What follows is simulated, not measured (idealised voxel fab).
Process module in this document: voxel gate over fins
The figure presents cross-section cut, which has a width of 220 nm and is divided into square cells with an edge length of 5 nm.
This document writes a cross-section as a grid whose cells are square, and gives it as bands, listed from the top down; one or more rows of cells form a band.
Read a band's entry like this: the first values are the height of its top and the height of its bottom in nm, and what follows is the sequence of materials from left to right, each with its width in nm. Note that "empty" is empty space, and that a single material marked "edge to edge" reaches across the band from edge to edge.
We count height from 0. Below that, the starting wafer is all one material. The lowest band never ends at the bottom but goes on down; see "top 0, no bottom" for how that is written.
When a width is written as two numbers, as in "30->40", the first number is the width in the top row of cells of the band and the second is the width in its bottom row, and the width changes by the same amount from each row to the next.
"no alterations made", as given for a step, is the statement that not any cell of the cross-section underwent a change during that step.
This entry, "Fully sealed voids", enumerates those empty regions of no fewer than 8 cells that possess no open connection to the top. Each region is reported in the form width x height at distance, the distance being taken from the left edge, with all three quantities expressed in nm.
What comes after the settings on a step's line is commentary from the simulator itself on that step.
overlay nm: where the mask lay relative to plan, measured to the right, on steps with a mask; negatives go left.

### plan
1 RECEIVE with material Si
2 CONFORMAL_DEP with material SiN, thk nm 10
3 PATTERN with tone cover, mask id FINS, material resist, width nm 15, pitch nm 50, thk nm 20, overlay nm 0
4 DIRECTIONAL_ETCH with etch materials SiN, depth nm 10
5 DIRECTIONAL_ETCH with etch materials Si, depth nm 40
6 STRIP with etch materials resist
7 OXIDIZE with depth nm 5
8 FILL_DEP with material SiO2, thk nm 5
9 CMP with height nm 10
10 DIRECTIONAL_DEP with material aC, thk nm 10
11 PATTERN with tone open, mask id RAIL, material resist, width nm 15, thk nm 25, overlay nm 0
12 DIRECTIONAL_ETCH with etch materials aC, depth nm 10
13 STRIP with etch materials resist
14 DIRECTIONAL_ETCH with etch materials SiO2, depth nm 45
15 STRIP with etch materials aC
16 CONFORMAL_DEP with material TiN, thk nm 5
17 FILL_DEP with material W, thk nm 10
18 CMP with height nm 10
19 SELECTIVE_ETCH with etch materials W Ru TiN, depth nm 30
20 FILL_DEP with material SiO2, thk nm 5
21 CMP with height nm 10
22 SELECTIVE_ETCH with etch materials SiO2, depth nm 20
23 STRIP with etch materials SiN
24 CONFORMAL_DEP with material HfO2, thk nm 5
25 CONFORMAL_DEP with material TiN, thk nm 5
26 FILL_DEP with material W, thk nm 15
27 CMP with height nm 20
28 CONFORMAL_DEP with material SiCN, thk nm 5

### as received, after step 1
  top 0, no bottom: Si edge to edge
  Fully sealed voids: none

### first wafer at the end, as planned
  top 25, bottom 20: SiCN edge to edge
  top 20, bottom 10: W edge to edge
  top 10, bottom 5: W=20 | TiN=25 | W=25 | TiN=25 | W=25 | TiN=25 | W=25 | TiN=25 | W=25
  top 5, bottom 0: W=20 | TiN=5 | HfO2=15 | TiN=5 | W=25 | TiN=5 | HfO2=15 | TiN=5 | W=25 | TiN=5 | HfO2=15 | TiN=5 | W=25 | TiN=5 | HfO2=15 | TiN=5 | W=25
  top 0, bottom -5: TiN=25 | HfO2=5 | Si=5 | HfO2=5 | TiN=35 | HfO2=5 | Si=5 | HfO2=5 | TiN=35 | HfO2=5 | Si=5 | HfO2=5 | TiN=35 | HfO2=5 | Si=5 | HfO2=5 | TiN=30
  top -5, bottom -10: HfO2=30 | Si=5 | HfO2=45 | Si=5 | HfO2=45 | Si=5 | HfO2=45 | Si=5 | HfO2=35
  top -10, bottom -20: SiO2=30 | Si=5 | SiO2=45 | Si=5 | SiO2=45 | Si=5 | SiO2=45 | Si=5 | SiO2=35
  top -20, bottom -30: SiO2=30 | Si=5 | SiO2=15 | TiN=5 | W=5 | TiN=5 | SiO2=15 | Si=5 | SiO2=45 | Si=5 | SiO2=45 | Si=5 | SiO2=35
  top -30, bottom -35: SiO2=30 | Si=5 | SiO2=15 | TiN=15 | SiO2=15 | Si=5 | SiO2=45 | Si=5 | SiO2=45 | Si=5 | SiO2=35
  top -35, bottom -45: SiO2=30 | Si=5 | SiO2=45 | Si=5 | SiO2=45 | Si=5 | SiO2=45 | Si=5 | SiO2=35
  top -45, no bottom: Si edge to edge
  Fully sealed voids: none

### This cross-section belongs to the second wafer of two at the end of the module; the start and the plan were shared with the first, and the run included one mistake
  top 25, bottom 20: SiCN edge to edge
  top 20, bottom 10: W edge to edge
  top 10, bottom 5: W=20 | TiN=25 | W=25 | TiN=25 | W=25 | TiN=25 | W=25 | TiN=25 | W=25
  top 5, bottom 0: W=20 | TiN=5 | HfO2=15 | TiN=5 | W=25 | TiN=5 | HfO2=15 | TiN=5 | W=25 | TiN=5 | HfO2=15 | TiN=5 | W=25 | TiN=5 | HfO2=15 | TiN=5 | W=25
  top 0, bottom -5: TiN=25 | HfO2=5 | Si=5 | HfO2=5 | TiN=35 | HfO2=5 | Si=5 | HfO2=5 | TiN=35 | HfO2=5 | Si=5 | HfO2=5 | TiN=35 | HfO2=5 | Si=5 | HfO2=5 | TiN=30
  top -5, bottom -10: HfO2=30 | Si=5 | HfO2=45 | Si=5 | HfO2=45 | Si=5 | HfO2=45 | Si=5 | HfO2=35
  top -10, bottom -20: SiO2=30 | Si=5 | SiO2=45 | Si=5 | SiO2=45 | Si=5 | SiO2=45 | Si=5 | SiO2=35
  top -20, bottom -25: SiO2=30 | Si=5 | SiO2=15 | TiN=15 | SiO2=15 | Si=5 | SiO2=45 | Si=5 | SiO2=45 | Si=5 | SiO2=35
  top -25, bottom -45: SiO2=30 | Si=5 | SiO2=45 | Si=5 | SiO2=45 | Si=5 | SiO2=45 | Si=5 | SiO2=35
  top -45, no bottom: Si edge to edge
  Fully sealed voids: none
In executing the process, a mistake was made relative to the plan: step 14 did not happen as planned, as run it was DIRECTIONAL_ETCH with etch materials SiO2, depth nm 35
End check, counted in cells, second wafer has more or fewer of these materials than the first: 6 more of SiO2, 4 fewer of TiN, 2 fewer of W
